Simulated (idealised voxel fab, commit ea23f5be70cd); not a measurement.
This section sets out a process module, namely voxel trench capacitor.
Displayed cross-section: cut, width of 225 nm, square cells sized 5 nm.
Notation: cross-section as square-cell grid; stated in bands, top first, going down; one or more cell rows per band. Each band's line starts with the height of the band's top and of its bottom, in nm. Then come its materials from left to right, each with its width in nm. One material with "all across" fills the band from edge to edge. "blank" is empty space. Below 0: as-received wafer, all one material; heights counted from there. Lowest band: no bottom, goes on down, written "top 0, no bottom". Read "30 to 40" as a graded width: first number on top, second number at the bottom, same change between each pair of neighbouring rows. Basically "nothing different" means that step didn't change any cell in the cross-section. "Voids lacking openings": sealed empty spaces, 8 cells or more, no open way to top, listed width x height at distance, with distance from the left edge and width, height and distance in nm. Anything after a step's settings on that line? It's the simulator's own note about the step. When a step includes a mask, the "overlay nm" setting on its line states how far to the right of its planned place that mask lay, and negative values state how far to the left.

The following list gives the planned process steps
1 RECEIVE [material Si]
2 CONFORMAL_DEP [material SiN] [thk nm 5]
3 PATTERN [tone open] [mask id TRENCH] [material resist] [width nm 25] [pitch nm 45] [thk nm 15] [overlay nm 0]
4 DIRECTIONAL_ETCH [etch materials SiN] [depth nm 5]
5 DIRECTIONAL_ETCH [etch materials Si] [depth nm 40]
6 STRIP [etch materials resist]
7 CONFORMAL_DEP [material Al2O3] [thk nm 5]
8 FILL_DEP [material polySi] [thk nm 5]
9 CMP [height nm 5]

As received (post step 1): cross-section
    top 0, no bottom | Si all across
    Voids lacking openings: none

Wafer cross-section at module end: first of two, run to plan
    top 5, bottom 0 | 30 nm SiN, then 5 nm Al2O3, then 15 nm polySi, then 5 nm Al2O3, then 20 nm SiN, then 5 nm Al2O3, then 15 nm polySi, then 5 nm Al2O3, then 20 nm SiN, then 5 nm Al2O3, then 15 nm polySi, then 5 nm Al2O3, then 20 nm SiN, then 5 nm Al2O3, then 15 nm polySi, then 5 nm Al2O3, then 35 nm SiN
    top 0, bottom -35 | 30 nm Si, then 5 nm Al2O3, then 15 nm polySi, then 5 nm Al2O3, then 20 nm Si, then 5 nm Al2O3, then 15 nm polySi, then 5 nm Al2O3, then 20 nm Si, then 5 nm Al2O3, then 15 nm polySi, then 5 nm Al2O3, then 20 nm Si, then 5 nm Al2O3, then 15 nm polySi, then 5 nm Al2O3, then 35 nm Si
    top -35, bottom -40 | 30 nm Si, then 25 nm Al2O3, then 20 nm Si, then 25 nm Al2O3, then 20 nm Si, then 25 nm Al2O3, then 20 nm Si, then 25 nm Al2O3, then 35 nm Si
    top -40, no bottom | Si all across
    Voids lacking openings: none

This cross-section belongs to the second wafer of two at the end of the module; the start and the plan were shared with the first, and the run included one mistake
    top 5, bottom 0 | 25 nm polySi, then 5 nm Al2O3, then 25 nm SiN, then 5 nm Al2O3, then 10 nm polySi, then 5 nm Al2O3, then 25 nm SiN, then 5 nm Al2O3, then 10 nm polySi, then 5 nm Al2O3, then 25 nm SiN, then 5 nm Al2O3, then 10 nm polySi, then 5 nm Al2O3, then 25 nm SiN, then 5 nm Al2O3, then 30 nm polySi
    top 0, bottom -35 | 25 nm polySi, then 5 nm Al2O3, then 25 nm Si, then 5 nm Al2O3, then 10 nm polySi, then 5 nm Al2O3, then 25 nm Si, then 5 nm Al2O3, then 10 nm polySi, then 5 nm Al2O3, then 25 nm Si, then 5 nm Al2O3, then 10 nm polySi, then 5 nm Al2O3, then 25 nm Si, then 5 nm Al2O3, then 30 nm polySi
    top -35, bottom -40 | 30 nm Al2O3, then 25 nm Si, then 20 nm Al2O3, then 25 nm Si, then 20 nm Al2O3, then 25 nm Si, then 20 nm Al2O3, then 25 nm Si, then 35 nm Al2O3
    top -40, no bottom | Si all across
    Voids lacking openings: none
What was done differently from what was planned? step 3 went in with a setting other than planned; the actual run was PATTERN [tone cover] [mask id TRENCH] [material resist] [width nm 25] [pitch nm 45] [thk nm 15] [overlay nm 0]
Bottom line after processing is that, in cells, the second wafer is up or down on some materials versus the first: Al2O3 +5; Si -40; SiN -5; polySi +40
